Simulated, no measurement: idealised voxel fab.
Proc. module: voxel air gaps
In the cross-section labelled cut, the width is 290 nm and each square cell is 5 nm.
Reading order for cross-sections: top band down to bottom band. Underlying form: a grid of square cells. Band size: one or more rows of cells.
Look at the band entry: it leads with the top's height and the bottom's height in nm. Then it lists the materials left to right, with a width in nm for each. The word "all across" on a single material says that material fills the band edge to edge. The word "blank" is empty space.
The level at which height equals 0 is the one under which the wafer, as it arrives, is entirely one material. No lower edge exists for the bottom band, which continues downward and is notated as in "0 -> down".
The notation "30..40" denotes a width that varies across the rows of cells in the band, beginning at the first number in the top row, finishing at the second number in the bottom row, and changing by an identical amount from each row to the next.
The designation "nothing was modified", where it is given for a processing step, indicates that no cell of the cross-section was altered in the course of that step.
"Voids, fully enclosed" enumerates empty spaces isolated from the top, with no open way to it, that contain at least 8 cells, giving each as width x height at distance from the left edge, all three in nm.
Step line, after settings: the simulator's comment on this step.
overlay nm: on a step with a mask, how far right of its planned place the mask lay; negative means left.

PLANNED PROCESS STEPS
1: RECEIVE | material Si
2: CONFORMAL_DEP | material SiO2 | thk nm 15
3: CONFORMAL_DEP | material SiN | thk nm 5
4: DIRECTIONAL_DEP | material SiO2 | thk nm 30
5: DIRECTIONAL_DEP | material aC | thk nm 10
6: PATTERN | tone open | mask id LINES | material resist | width nm 15 | pitch nm 45 | thk nm 30 | overlay nm 0
7: DIRECTIONAL_ETCH | etch materials aC | depth nm 10
8: STRIP | etch materials resist
9: DIRECTIONAL_ETCH | etch materials SiO2 | depth nm 30
10: STRIP | etch materials aC
11: CONFORMAL_DEP | material TiN | thk nm 5
12: FILL_DEP | material Ru | thk nm 10
13: CMP | height nm 50
14: EPI | material Ru | thk nm 10
15: SELECTIVE_ETCH | etch materials SiO2 | depth nm 40
16: CONFORMAL_DEP | material SiN | thk nm 5

INCOMING WAFER IN CROSS-SECTION (STATE: AFTER STEP 1)
* 0 -> down: Si all across
* Voids, fully enclosed: none

THE FIRST OF TWO WAFERS, CROSS-SECTIONED AT THE END OF THE MODULE, WITH THE RUN PROCEEDING AS PLANNED
* 65 -> 60: blank (55), then SiN (180), then blank (55)
* 60 -> 50: blank (55), then SiN (5), then Ru (35), then SiN (10), then Ru (35), then SiN (10), then Ru (35), then SiN (10), then Ru (35), then SiN (5), then blank (55)
* 50 -> 45: blank (55), then SiN (15), then TiN (5), then Ru (5), then TiN (5), then SiN (30), then TiN (5), then Ru (5), then TiN (5), then SiN (30), then TiN (5), then Ru (5), then TiN (5), then SiN (30), then TiN (5), then Ru (5), then TiN (5), then SiN (15), then blank (55)
* 45 -> 25: blank (65), then SiN (5), then TiN (5), then Ru (5), then TiN (5), then SiN (5), then blank (20), then SiN (5), then TiN (5), then Ru (5), then TiN (5), then SiN (5), then blank (20), then SiN (5), then TiN (5), then Ru (5), then TiN (5), then SiN (5), then blank (20), then SiN (5), then TiN (5), then Ru (5), then TiN (5), then SiN (5), then blank (65)
* 25 -> 20: SiN (70), then TiN (15), then SiN (30), then TiN (15), then SiN (30), then TiN (15), then SiN (30), then TiN (15), then SiN (70)
* 20 -> 15: SiN all across
* 15 -> 0: SiO2 all across
* 0 -> down: Si all across
* Voids, fully enclosed: 20 x 20 at 90; 20 x 20 at 135; 20 x 20 at 180

CROSS-SECTIONAL VIEW: SECOND OF TWO WAFERS, END OF MODULE; START AND PLAN IDENTICAL TO THE FIRST, ONE MISTAKE IN RUNNING
* 65 -> 60: blank (55), then SiN (180), then blank (55)
* 60 -> 50: blank (55), then SiN (5), then Ru (35), then SiN (10), then Ru (35), then SiN (10), then Ru (35), then SiN (10), then Ru (35), then SiN (5), then blank (55)
* 50 -> 45: blank (55), then SiN (15), then TiN (5), then Ru (5), then TiN (5), then SiN (30), then TiN (5), then Ru (5), then TiN (5), then SiN (30), then TiN (5), then Ru (5), then TiN (5), then SiN (30), then TiN (5), then Ru (5), then TiN (5), then SiN (15), then blank (55)
* 45 -> 35: blank (65), then SiN (5), then TiN (5), then Ru (5), then TiN (5), then SiN (5), then blank (20), then SiN (5), then TiN (5), then Ru (5), then TiN (5), then SiN (5), then blank (20), then SiN (5), then TiN (5), then Ru (5), then TiN (5), then SiN (5), then blank (20), then SiN (5), then TiN (5), then Ru (5), then TiN (5), then SiN (5), then blank (65)
* 35 -> 30: SiN (70), then TiN (15), then SiN (30), then TiN (15), then SiN (30), then TiN (15), then SiN (30), then TiN (15), then SiN (70)
* 30 -> 15: SiN all across
* 15 -> 0: SiO2 all across
* 0 -> down: Si all across
* Voids, fully enclosed: 20 x 10 at 90; 20 x 10 at 135; 20 x 10 at 180
Plan not followed: the process deviated at step 3: the operation and settings actually run there were CONFORMAL_DEP | material SiN | thk nm 15
FYI, end of process, the second wafer has more or fewer cells of some materials than the first: Ru: 8 fewer | SiN: 100 more | TiN: 16 fewer
